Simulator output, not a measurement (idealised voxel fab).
The name of this process module is voxel gate over fins.
Displayed cross-section: cut, width of 280 nm, square cells sized 5 nm.
How to read a cross-section here: the picture is a grid of square cells, written as bands going from the top down, and any band can span one or more rows of cells. Basically the band line says how high the top is and how high the bottom is, in nm, and then what's in it from left to right, every material with its width in nm. Empty space shows up as "air", and if a single material carries "edge to edge" it runs the full band edge to edge. A quick word on heights: they are counted from 0, and under that level the wafer as it came to us is one material throughout. The lowest band is different from the rest in having no bottom; it simply continues downward, written as in "0..down". A two-number width, for instance "30->40", indicates that the width is equal to the first number in the top row of the band and to the second number in the bottom row, and that it changes by a constant amount per row of cells. For the purposes of this document, the phrase "no alteration" attached to a step denotes that no cell within the cross-section was modified by that step. "Closed void inventory" - sealed voids, min. 8 cells, no opening to top; format: width x height at distance (distance from left edge; nm throughout). It should be noted that, on the line of a given step, the content following the step's settings is a remark produced by the simulator itself with respect to that step. The line of a step may include "overlay nm". On a step with a mask, this value is how far to the right of its planned place the mask lay. A negative value means the mask lay to the left. Read the rest as pairs. Take the cross-section before one process step, then the cross-section after it, which shows only down to the lowest band that changed. Under the pair, find the step between them and its settings. Bear in mind that pairs may come from different runs of this module on the same starting wafer: link a pair to the pair above it only where its entry headed "Preceding state" says to.

[Preceding state]
20..10  75 nm air / 15 nm aC / 190 nm air
10..0  50 nm SiO2 / 15 nm SiN / 40 nm SiO2 / 15 nm SiN / 40 nm SiO2 / 15 nm SiN / 40 nm SiO2 / 15 nm SiN / 50 nm SiO2
0..-40  50 nm SiO2 / 15 nm Si / 40 nm SiO2 / 15 nm Si / 40 nm SiO2 / 15 nm Si / 40 nm SiO2 / 15 nm Si / 50 nm SiO2
-40..down  Si edge to edge
Closed void inventory: none

[Post-Step Geometry]
20..10  75 nm air / 15 nm aC / 190 nm air
10..0  50 nm air / 15 nm SiN / 10 nm air / 15 nm SiO2 / 15 nm air / 15 nm SiN / 40 nm air / 15 nm SiN / 40 nm air / 15 nm SiN / 50 nm air
0..-35  50 nm air / 15 nm Si / 10 nm air / 15 nm SiO2 / 15 nm air / 15 nm Si / 40 nm air / 15 nm Si / 40 nm air / 15 nm Si / 50 nm air
Everything below -35 is unchanged.
Closed void inventory: none
Going from one cross-section above to the next, the wafer undergoes DIRECTIONAL_ETCH (etch materials SiO2; depth nm 45)

Preceding state: The pre-step condition corresponds to the post-step cross-section depicted in the pair directly above.

[Post-Step Geometry]
10..0  50 nm air / 15 nm SiN / 10 nm air / 15 nm SiO2 / 15 nm air / 15 nm SiN / 40 nm air / 15 nm SiN / 40 nm air / 15 nm SiN / 50 nm air
Everything below 0 is unchanged.
Closed void inventory: none
Going from one cross-section above to the next, the wafer undergoes STRIP (etch materials aC)

Preceding state: The pre-step condition corresponds to the post-step cross-section depicted in the pair directly above.

[Post-Step Geometry]
15..10  45 nm air / 50 nm TiN / 5 nm air / 25 nm TiN / 30 nm air / 25 nm TiN / 30 nm air / 25 nm TiN / 45 nm air
10..0  45 nm air / 5 nm TiN / 15 nm SiN / 10 nm TiN / 15 nm SiO2 / 5 nm TiN / 5 nm air / 5 nm TiN / 15 nm SiN / 5 nm TiN / 30 nm air / 5 nm TiN / 15 nm SiN / 5 nm TiN / 30 nm air / 5 nm TiN / 15 nm SiN / 5 nm TiN / 45 nm air
0..-30  45 nm air / 5 nm TiN / 15 nm Si / 10 nm TiN / 15 nm SiO2 / 5 nm TiN / 5 nm air / 5 nm TiN / 15 nm Si / 5 nm TiN / 30 nm air / 5 nm TiN / 15 nm Si / 5 nm TiN / 30 nm air / 5 nm TiN / 15 nm Si / 5 nm TiN / 45 nm air
-30..-35  50 nm TiN / 15 nm Si / 10 nm TiN / 15 nm SiO2 / 15 nm TiN / 15 nm Si / 40 nm TiN / 15 nm Si / 40 nm TiN / 15 nm Si / 50 nm TiN
Everything below -35 is unchanged.
Closed void inventory: none
Going from one cross-section above to the next, the wafer undergoes CONFORMAL_DEP (material TiN; thk nm 5)

Preceding state: The pre-step condition corresponds to the post-step cross-section depicted in the pair directly above.

[Post-Step Geometry]
20..15  Ru edge to edge
15..10  45 nm Ru / 50 nm TiN / 5 nm Ru / 25 nm TiN / 30 nm Ru / 25 nm TiN / 30 nm Ru / 25 nm TiN / 45 nm Ru
10..0  45 nm Ru / 5 nm TiN / 15 nm SiN / 10 nm TiN / 15 nm SiO2 / 5 nm TiN / 5 nm Ru / 5 nm TiN / 15 nm SiN / 5 nm TiN / 30 nm Ru / 5 nm TiN / 15 nm SiN / 5 nm TiN / 30 nm Ru / 5 nm TiN / 15 nm SiN / 5 nm TiN / 45 nm Ru
0..-30  45 nm Ru / 5 nm TiN / 15 nm Si / 10 nm TiN / 15 nm SiO2 / 5 nm TiN / 5 nm Ru / 5 nm TiN / 15 nm Si / 5 nm TiN / 30 nm Ru / 5 nm TiN / 15 nm Si / 5 nm TiN / 30 nm Ru / 5 nm TiN / 15 nm Si / 5 nm TiN / 45 nm Ru
Everything below -30 is unchanged.
Closed void inventory: none
Going from one cross-section above to the next, the wafer undergoes FILL_DEP (material Ru; thk nm 5)

Preceding state: The pre-step condition corresponds to the post-step cross-section depicted in the pair directly above.

[Post-Step Geometry]
10..0  45 nm Ru / 5 nm TiN / 15 nm SiN / 10 nm TiN / 15 nm SiO2 / 5 nm TiN / 5 nm Ru / 5 nm TiN / 15 nm SiN / 5 nm TiN / 30 nm Ru / 5 nm TiN / 15 nm SiN / 5 nm TiN / 30 nm Ru / 5 nm TiN / 15 nm SiN / 5 nm TiN / 45 nm Ru
Everything below 0 is unchanged.
Closed void inventory: none
Going from one cross-section above to the next, the wafer undergoes CMP (height nm 10)

Preceding state: The pre-step condition corresponds to the post-step cross-section depicted in the pair directly above.

[Post-Step Geometry]
10..0  50 nm air / 15 nm SiN / 10 nm air / 15 nm SiO2 / 15 nm air / 15 nm SiN / 40 nm air / 15 nm SiN / 40 nm air / 15 nm SiN / 50 nm air
0..-20  50 nm air / 15 nm Si / 10 nm air / 15 nm SiO2 / 15 nm air / 15 nm Si / 40 nm air / 15 nm Si / 40 nm air / 15 nm Si / 50 nm air
Everything below -20 is unchanged.
Closed void inventory: none
Going from one cross-section above to the next, the wafer undergoes SELECTIVE_ETCH (etch materials W Ru TiN; depth nm 30)

Preceding state: The pre-step condition corresponds to the post-step cross-section depicted in the pair directly above.

[Post-Step Geometry]
15..10  SiO2 edge to edge
10..0  50 nm SiO2 / 15 nm SiN / 40 nm SiO2 / 15 nm SiN / 40 nm SiO2 / 15 nm SiN / 40 nm SiO2 / 15 nm SiN / 50 nm SiO2
0..-20  50 nm SiO2 / 15 nm Si / 40 nm SiO2 / 15 nm Si / 40 nm SiO2 / 15 nm Si / 40 nm SiO2 / 15 nm Si / 50 nm SiO2
Everything below -20 is unchanged.
Closed void inventory: none
Going from one cross-section above to the next, the wafer undergoes FILL_DEP (material SiO2; thk nm 5)

Preceding state: The pre-step condition corresponds to the post-step cross-section depicted in the pair directly above.

[Post-Step Geometry]
10..0  50 nm SiO2 / 15 nm SiN / 40 nm SiO2 / 15 nm SiN / 40 nm SiO2 / 15 nm SiN / 40 nm SiO2 / 15 nm SiN / 50 nm SiO2
Everything below 0 is unchanged.
Closed void inventory: none
Going from one cross-section above to the next, the wafer undergoes CMP (height nm 10)

Preceding state: The pre-step condition corresponds to the post-step cross-section depicted in the pair directly above.

[Post-Step Geometry]
10..0  50 nm air / 15 nm SiN / 40 nm air / 15 nm SiN / 40 nm air / 15 nm SiN / 40 nm air / 15 nm SiN / 50 nm air
0..-15  50 nm air / 15 nm Si / 40 nm air / 15 nm Si / 40 nm air / 15 nm Si / 40 nm air / 15 nm Si / 50 nm air
Everything below -15 is unchanged.
Closed void inventory: none
Going from one cross-section above to the next, the wafer undergoes SELECTIVE_ETCH (etch materials SiO2; depth nm 25)

Preceding state: The pre-step condition corresponds to the post-step cross-section depicted in the pair directly above.

[Post-Step Geometry]
0..-15  50 nm air / 15 nm Si / 40 nm air / 15 nm Si / 40 nm air / 15 nm Si / 40 nm air / 15 nm Si / 50 nm air
Everything below -15 is unchanged.
Closed void inventory: none
Going from one cross-section above to the next, the wafer undergoes STRIP (etch materials SiN)

Preceding state: The pre-step condition corresponds to the post-step cross-section depicted in the pair directly above.

[Post-Step Geometry]
5..0  45 nm air / 25 nm HfO2 / 30 nm air / 25 nm HfO2 / 30 nm air / 25 nm HfO2 / 30 nm air / 25 nm HfO2 / 45 nm air
0..-10  45 nm air / 5 nm HfO2 / 15 nm Si / 5 nm HfO2 / 30 nm air / 5 nm HfO2 / 15 nm Si / 5 nm HfO2 / 30 nm air / 5 nm HfO2 / 15 nm Si / 5 nm HfO2 / 30 nm air / 5 nm HfO2 / 15 nm Si / 5 nm HfO2 / 45 nm air
-10..-15  50 nm HfO2 / 15 nm Si / 40 nm HfO2 / 15 nm Si / 40 nm HfO2 / 15 nm Si / 40 nm HfO2 / 15 nm Si / 50 nm HfO2
Everything below -15 is unchanged.
Closed void inventory: none
Going from one cross-section above to the next, the wafer undergoes CONFORMAL_DEP (material HfO2; thk nm 5)

Preceding state: The pre-step condition corresponds to the post-step cross-section depicted in the pair directly above.

[Post-Step Geometry]
10..5  40 nm air / 35 nm TiN / 20 nm air / 35 nm TiN / 20 nm air / 35 nm TiN / 20 nm air / 35 nm TiN / 40 nm air
5..0  40 nm air / 5 nm TiN / 25 nm HfO2 / 5 nm TiN / 20 nm air / 5 nm TiN / 25 nm HfO2 / 5 nm TiN / 20 nm air / 5 nm TiN / 25 nm HfO2 / 5 nm TiN / 20 nm air / 5 nm TiN / 25 nm HfO2 / 5 nm TiN / 40 nm air
0..-5  40 nm air / 5 nm TiN / 5 nm HfO2 / 15 nm Si / 5 nm HfO2 / 5 nm TiN / 20 nm air / 5 nm TiN / 5 nm HfO2 / 15 nm Si / 5 nm HfO2 / 5 nm TiN / 20 nm air / 5 nm TiN / 5 nm HfO2 / 15 nm Si / 5 nm HfO2 / 5 nm TiN / 20 nm air / 5 nm TiN / 5 nm HfO2 / 15 nm Si / 5 nm HfO2 / 5 nm TiN / 40 nm air
-5..-10  45 nm TiN / 5 nm HfO2 / 15 nm Si / 5 nm HfO2 / 30 nm TiN / 5 nm HfO2 / 15 nm Si / 5 nm HfO2 / 30 nm TiN / 5 nm HfO2 / 15 nm Si / 5 nm HfO2 / 30 nm TiN / 5 nm HfO2 / 15 nm Si / 5 nm HfO2 / 45 nm TiN
Everything below -10 is unchanged.
Closed void inventory: none
Going from one cross-section above to the next, the wafer undergoes CONFORMAL_DEP (material TiN; thk nm 5)

Preceding state: The pre-step condition corresponds to the post-step cross-section depicted in the pair directly above.

[Post-Step Geometry]
15..10  35 nm air / 45 nm TiAl / 10 nm air / 45 nm TiAl / 10 nm air / 45 nm TiAl / 10 nm air / 45 nm TiAl / 35 nm air
10..5  35 nm air / 5 nm TiAl / 35 nm TiN / 5 nm TiAl / 10 nm air / 5 nm TiAl / 35 nm TiN / 5 nm TiAl / 10 nm air / 5 nm TiAl / 35 nm TiN / 5 nm TiAl / 10 nm air / 5 nm TiAl / 35 nm TiN / 5 nm TiAl / 35 nm air
5..0  35 nm air / 5 nm TiAl / 5 nm TiN / 25 nm HfO2 / 5 nm TiN / 5 nm TiAl / 10 nm air / 5 nm TiAl / 5 nm TiN / 25 nm HfO2 / 5 nm TiN / 5 nm TiAl / 10 nm air / 5 nm TiAl / 5 nm TiN / 25 nm HfO2 / 5 nm TiN / 5 nm TiAl / 10 nm air / 5 nm TiAl / 5 nm TiN / 25 nm HfO2 / 5 nm TiN / 5 nm TiAl / 35 nm air
0..-5  40 nm TiAl / 5 nm TiN / 5 nm HfO2 / 15 nm Si / 5 nm HfO2 / 5 nm TiN / 20 nm TiAl / 5 nm TiN / 5 nm HfO2 / 15 nm Si / 5 nm HfO2 / 5 nm TiN / 20 nm TiAl / 5 nm TiN / 5 nm HfO2 / 15 nm Si / 5 nm HfO2 / 5 nm TiN / 20 nm TiAl / 5 nm TiN / 5 nm HfO2 / 15 nm Si / 5 nm HfO2 / 5 nm TiN / 40 nm TiAl
Everything below -5 is unchanged.
Closed void inventory: none
Going from one cross-section above to the next, the wafer undergoes CONFORMAL_DEP (material TiAl; thk nm 5)

Preceding state: The pre-step condition corresponds to the post-step cross-section depicted in the pair directly above.

[Post-Step Geometry]
20..15  30 nm air / 220 nm TiN / 30 nm air
15..10  30 nm air / 5 nm TiN / 45 nm TiAl / 10 nm TiN / 45 nm TiAl / 10 nm TiN / 45 nm TiAl / 10 nm TiN / 45 nm TiAl / 5 nm TiN / 30 nm air
10..5  30 nm air / 5 nm TiN / 5 nm TiAl / 35 nm TiN / 5 nm TiAl / 10 nm TiN / 5 nm TiAl / 35 nm TiN / 5 nm TiAl / 10 nm TiN / 5 nm TiAl / 35 nm TiN / 5 nm TiAl / 10 nm TiN / 5 nm TiAl / 35 nm TiN / 5 nm TiAl / 5 nm TiN / 30 nm air
5..0  35 nm TiN / 5 nm TiAl / 5 nm TiN / 25 nm HfO2 / 5 nm TiN / 5 nm TiAl / 10 nm TiN / 5 nm TiAl / 5 nm TiN / 25 nm HfO2 / 5 nm TiN / 5 nm TiAl / 10 nm TiN / 5 nm TiAl / 5 nm TiN / 25 nm HfO2 / 5 nm TiN / 5 nm TiAl / 10 nm TiN / 5 nm TiAl / 5 nm TiN / 25 nm HfO2 / 5 nm TiN / 5 nm TiAl / 35 nm TiN
Everything below 0 is unchanged.
Closed void inventory: none
Going from one cross-section above to the next, the wafer undergoes CONFORMAL_DEP (material TiN; thk nm 5)

Preceding state: The pre-step condition corresponds to the post-step cross-section depicted in the pair directly above.

[Post-Step Geometry]
35..20  W edge to edge
20..15  30 nm W / 220 nm TiN / 30 nm W
15..10  30 nm W / 5 nm TiN / 45 nm TiAl / 10 nm TiN / 45 nm TiAl / 10 nm TiN / 45 nm TiAl / 10 nm TiN / 45 nm TiAl / 5 nm TiN / 30 nm W
10..5  30 nm W / 5 nm TiN / 5 nm TiAl / 35 nm TiN / 5 nm TiAl / 10 nm TiN / 5 nm TiAl / 35 nm TiN / 5 nm TiAl / 10 nm TiN / 5 nm TiAl / 35 nm TiN / 5 nm TiAl / 10 nm TiN / 5 nm TiAl / 35 nm TiN / 5 nm TiAl / 5 nm TiN / 30 nm W
Everything below 5 is unchanged.
Closed void inventory: none
Going from one cross-section above to the next, the wafer undergoes FILL_DEP (material W; thk nm 15)

Preceding state: The pre-step condition corresponds to the post-step cross-section depicted in the pair directly above.

[Post-Step Geometry]
30..20  W edge to edge
Everything below 20 is unchanged.
Closed void inventory: none
Going from one cross-section above to the next, the wafer undergoes CMP (height nm 30)

Preceding state: The pre-step condition corresponds to the post-step cross-section depicted in the pair directly above.

[Post-Step Geometry]
40..30  SiN edge to edge
Everything below 30 is unchanged.
Closed void inventory: none
Going from one cross-section above to the next, the wafer undergoes CONFORMAL_DEP (material SiN; thk nm 10)
